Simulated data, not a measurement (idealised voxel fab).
voxel fin reveal: a process module
Displayed cross-section: cut, width of 260 nm, square cells sized 5 nm.
Cross-section = grid of square cells, listed top down in bands; band = one or more rows.
Top height, bottom height, nm. Materials left to right, width each, nm. Single material + "throughout" = fills band edge to edge. "empty" = empty.
The level at which height equals 0 is the one under which the wafer, as it arrives, is entirely one material. No lower edge exists for the bottom band, which continues downward and is notated as in "0..down".
The expression "30..40" gives the width at the extremes of the band, the first number at its top row of cells and the second at its bottom row, with the width changing by equal amounts from each row to the next in between.
You'll sometimes find "nothing altered" written for a step, and that's the way of saying that nowhere in the cross-section did a cell change during that step.
The entry "Fully enclosed voids" lists the empty spaces that cover at least 8 cells and have no open path to the top. Each is written as width x height at distance, where the distance is measured from the left edge and all three values are in nm.
Note: text after step settings on the step line = simulator remark on that step.
What "overlay nm" on a step's line means: if the step has a mask, that mask lay this far to the right of its planned place, or, when the value is negative, to the left.
LISTED BELOW ARE THE PROCESS STEPS AS PLANNED
1) RECEIVE | material Si
2) CONFORMAL_DEP | material SiN | thk nm 10
3) PATTERN | tone cover | mask id FINS | material resist | width nm 15 | pitch nm 35 | thk nm 20 | overlay nm 0
4) DIRECTIONAL_ETCH | etch materials SiN | depth nm 10
5) DIRECTIONAL_ETCH | etch materials Si | depth nm 30
6) STRIP | etch materials resist
7) OXIDIZE | depth nm 5
8) FILL_DEP | material SiO2 | thk nm 10
9) CMP | height nm 10
10) SELECTIVE_ETCH | etch materials SiO2 | depth nm 25
11) STRIP | etch materials SiN
FIRST OF TWO WAFERS, PROCESSED ACCORDING TO PLAN
STEP 1 COMPLETE: CROSS-SECTION OF THE WAFER AS RECEIVED
0..down | Si throughout
Fully enclosed voids: none
WAFER SECTION VIEW AFTER PROCESSING STEP 2
10..0 | SiN throughout
Everything under 0 stays put, no change at all.
WAFER SECTION VIEW AFTER PROCESSING STEP 3
30..10 | empty=70 / resist=15 / empty=20 / resist=15 / empty=20 / resist=15 / empty=20 / resist=15 / empty=70
Everything under 10 stays put, no change at all.
WAFER SECTION VIEW AFTER PROCESSING STEP 4
30..10 | empty=70 / resist=15 / empty=20 / resist=15 / empty=20 / resist=15 / empty=20 / resist=15 / empty=70
10..0 | empty=70 / SiN=15 / empty=20 / SiN=15 / empty=20 / SiN=15 / empty=20 / SiN=15 / empty=70
Everything under 0 stays put, no change at all.
WAFER SECTION VIEW AFTER PROCESSING STEP 5
30..10 | empty=70 / resist=15 / empty=20 / resist=15 / empty=20 / resist=15 / empty=20 / resist=15 / empty=70
10..0 | empty=70 / SiN=15 / empty=20 / SiN=15 / empty=20 / SiN=15 / empty=20 / SiN=15 / empty=70
0..-30 | empty=70 / Si=15 / empty=20 / Si=15 / empty=20 / Si=15 / empty=20 / Si=15 / empty=70
Everything under -30 stays put, no change at all.
WAFER SECTION VIEW AFTER PROCESSING STEP 6
10..0 | empty=70 / SiN=15 / empty=20 / SiN=15 / empty=20 / SiN=15 / empty=20 / SiN=15 / empty=70
Everything under 0 stays put, no change at all.
WAFER SECTION VIEW AFTER PROCESSING STEP 7
10..0 | empty=70 / SiN=15 / empty=20 / SiN=15 / empty=20 / SiN=15 / empty=20 / SiN=15 / empty=70
0..-30 | empty=70 / SiO2=5 / Si=5 / SiO2=5 / empty=20 / SiO2=5 / Si=5 / SiO2=5 / empty=20 / SiO2=5 / Si=5 / SiO2=5 / empty=20 / SiO2=5 / Si=5 / SiO2=5 / empty=70
-30..-35 | SiO2=75 / Si=5 / SiO2=30 / Si=5 / SiO2=30 / Si=5 / SiO2=30 / Si=5 / SiO2=75
Everything under -35 stays put, no change at all.
WAFER SECTION VIEW AFTER PROCESSING STEP 8
20..10 | SiO2 throughout
10..0 | SiO2=70 / SiN=15 / SiO2=20 / SiN=15 / SiO2=20 / SiN=15 / SiO2=20 / SiN=15 / SiO2=70
0..-35 | SiO2=75 / Si=5 / SiO2=30 / Si=5 / SiO2=30 / Si=5 / SiO2=30 / Si=5 / SiO2=75
Everything under -35 stays put, no change at all.
WAFER SECTION VIEW AFTER PROCESSING STEP 9
10..0 | SiO2=70 / SiN=15 / SiO2=20 / SiN=15 / SiO2=20 / SiN=15 / SiO2=20 / SiN=15 / SiO2=70
Everything under 0 stays put, no change at all.
WAFER SECTION VIEW AFTER PROCESSING STEP 10
10..0 | empty=70 / SiN=15 / empty=20 / SiN=15 / empty=20 / SiN=15 / empty=20 / SiN=15 / empty=70
0..-15 | empty=75 / Si=5 / empty=30 / Si=5 / empty=30 / Si=5 / empty=30 / Si=5 / empty=75
Everything under -15 stays put, no change at all.
WAFER SECTION VIEW AFTER PROCESSING STEP 11
0..-15 | empty=75 / Si=5 / empty=30 / Si=5 / empty=30 / Si=5 / empty=30 / Si=5 / empty=75
Everything under -15 stays put, no change at all.
FOR THE SECOND WAFER, TAKE THE FIRST WAFER'S START AND PLAN, THEN ADD ONE MISTAKE MADE IN RUNNING IT; EVERYTHING THROUGH STEP 2, THAT STEP INCLUDED, IS SHARED WITH THE FIRST
SECOND WAFER SHOWN IN CROSS-SECTION AT THE TIME STEP 3 WAS SLATED TO END
30..10 | resist=70 / empty=15 / resist=20 / empty=15 / resist=20 / empty=15 / resist=20 / empty=15 / resist=70
Everything under 10 stays put, no change at all.
SECOND WAFER SHOWN IN CROSS-SECTION AT THE TIME STEP 4 WAS SLATED TO END
30..10 | resist=70 / empty=15 / resist=20 / empty=15 / resist=20 / empty=15 / resist=20 / empty=15 / resist=70
10..0 | SiN=70 / empty=15 / SiN=20 / empty=15 / SiN=20 / empty=15 / SiN=20 / empty=15 / SiN=70
Everything under 0 stays put, no change at all.
SECOND WAFER SHOWN IN CROSS-SECTION AT THE TIME STEP 5 WAS SLATED TO END
30..10 | resist=70 / empty=15 / resist=20 / empty=15 / resist=20 / empty=15 / resist=20 / empty=15 / resist=70
10..0 | SiN=70 / empty=15 / SiN=20 / empty=15 / SiN=20 / empty=15 / SiN=20 / empty=15 / SiN=70
0..-30 | Si=70 / empty=15 / Si=20 / empty=15 / Si=20 / empty=15 / Si=20 / empty=15 / Si=70
Everything under -30 stays put, no change at all.
SECOND WAFER SHOWN IN CROSS-SECTION AT THE TIME STEP 6 WAS SLATED TO END
10..0 | SiN=70 / empty=15 / SiN=20 / empty=15 / SiN=20 / empty=15 / SiN=20 / empty=15 / SiN=70
Everything under 0 stays put, no change at all.
SECOND WAFER SHOWN IN CROSS-SECTION AT THE TIME STEP 7 WAS SLATED TO END
10..0 | SiN=70 / empty=15 / SiN=20 / empty=15 / SiN=20 / empty=15 / SiN=20 / empty=15 / SiN=70
0..-30 | Si=65 / SiO2=5 / empty=15 / SiO2=5 / Si=10 / SiO2=5 / empty=15 / SiO2=5 / Si=10 / SiO2=5 / empty=15 / SiO2=5 / Si=10 / SiO2=5 / empty=15 / SiO2=5 / Si=65
-30..-35 | Si=65 / SiO2=25 / Si=10 / SiO2=25 / Si=10 / SiO2=25 / Si=10 / SiO2=25 / Si=65
Everything under -35 stays put, no change at all.
SECOND WAFER SHOWN IN CROSS-SECTION AT THE TIME STEP 8 WAS SLATED TO END
20..10 | SiO2 throughout
10..0 | SiN=70 / SiO2=15 / SiN=20 / SiO2=15 / SiN=20 / SiO2=15 / SiN=20 / SiO2=15 / SiN=70
0..-35 | Si=65 / SiO2=25 / Si=10 / SiO2=25 / Si=10 / SiO2=25 / Si=10 / SiO2=25 / Si=65
Everything under -35 stays put, no change at all.
SECOND WAFER SHOWN IN CROSS-SECTION AT THE TIME STEP 9 WAS SLATED TO END
10..0 | SiN=70 / SiO2=15 / SiN=20 / SiO2=15 / SiN=20 / SiO2=15 / SiN=20 / SiO2=15 / SiN=70
Everything under 0 stays put, no change at all.
SECOND WAFER SHOWN IN CROSS-SECTION AT THE TIME STEP 10 WAS SLATED TO END
10..0 | SiN=70 / empty=15 / SiN=20 / empty=15 / SiN=20 / empty=15 / SiN=20 / empty=15 / SiN=70
0..-15 | Si=65 / empty=25 / Si=10 / empty=25 / Si=10 / empty=25 / Si=10 / empty=25 / Si=65
Everything under -15 stays put, no change at all.
SECOND WAFER SHOWN IN CROSS-SECTION AT THE TIME STEP 11 WAS SLATED TO END
0..-15 | Si=65 / empty=25 / Si=10 / empty=25 / Si=10 / empty=25 / Si=10 / empty=25 / Si=65
Everything under -15 stays put, no change at all.
The mistake made against the process plan was this: step 3 ran as: PATTERN | tone open | mask id FINS | material resist | width nm 15 | pitch nm 35 | thk nm 20 | overlay nm 0
Per the end-of-run cell counts, the second wafer holds more or fewer of some materials than the first: 196 more of Si, 112 fewer of SiO2
